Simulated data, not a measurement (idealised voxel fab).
The name of this process module is voxel local oxidation.
Each square cell in cross-section cut measures 5 nm, and the section as a whole is 170 nm wide.
Notation: cross-section as square-cell grid; stated in bands, top first, going down; one or more cell rows per band.
What a band's entry tells you: where the top is and where the bottom is, as heights in nm, and after that what lies inside, material by material from left to right, each with its width in nm. Empty space is written as the word "blank", and a single material marked with the word "all across" occupies the band from edge to edge.
The reference from which all heights are counted is 0, the level beneath which the as-received wafer is entirely one material; the lowest band, having no lower bound, proceeds downward and is written after the example "0 -> down".
The two numbers in a width such as "30->40" mark its ends across the band: the first belongs to the top row of cells, the second to the bottom row, and from each row to the next the width moves by the same amount.
Reading "no change occurred" for a step: not a cell of the cross-section changed in it.
"Voids lacking openings" means: voids of 8 cells or more that are shut off from the top with no open way through. Written width x height at distance, distance from the left edge, in nm.
Where a step's line continues beyond its settings, the continuation is a remark by the simulator itself on that step.
The "overlay nm" setting may appear on a step's line; for a step that uses a mask, it gives how far to the right of its planned position the mask lay, and a negative value indicates the left.

### Planned process steps
- 1: RECEIVE with material Si
- 2: CONFORMAL_DEP with material SiO2, thk nm 5
- 3: CONFORMAL_DEP with material SiN, thk nm 10
- 4: PATTERN with tone cover, mask id ACTIVE, material resist, width nm 95, thk nm 15, overlay nm 0
- 5: DIRECTIONAL_ETCH with etch materials SiN, depth nm 10
- 6: STRIP with etch materials resist
- 7: SELECTIVE_ETCH with etch materials SiO2, depth nm 5
- 8: OXIDIZE with depth nm 15
- 9: STRIP with etch materials SiN

### Cross-section of the incoming wafer, state after step 1
  0 -> down = Si all across
  Voids lacking openings: none

### The first of the two wafers as seen in cross-section once the module was finished; processing followed the plan
  5 -> 0 = blank (40)  SiO2 (85)  blank (45)
  0 -> -15 = SiO2 (55)  Si (55)  SiO2 (60)
  -15 -> down = Si all across
  Voids lacking openings: none

### Cross-sectional view of the second of two wafers upon completion of the module. This wafer shared its starting condition and process plan with the first; one error was made during its execution
  10 -> 0 = SiO2 all across
  0 -> down = Si all across
  Voids lacking openings: none
Which mistake was made when the wafer was run? step 3 deviated from plan and actually ran as CONFORMAL_DEP with material SiO2, thk nm 10
Count the cells at the end and the second wafer has more or fewer of some materials than the first: +69 Si, -18 SiO2
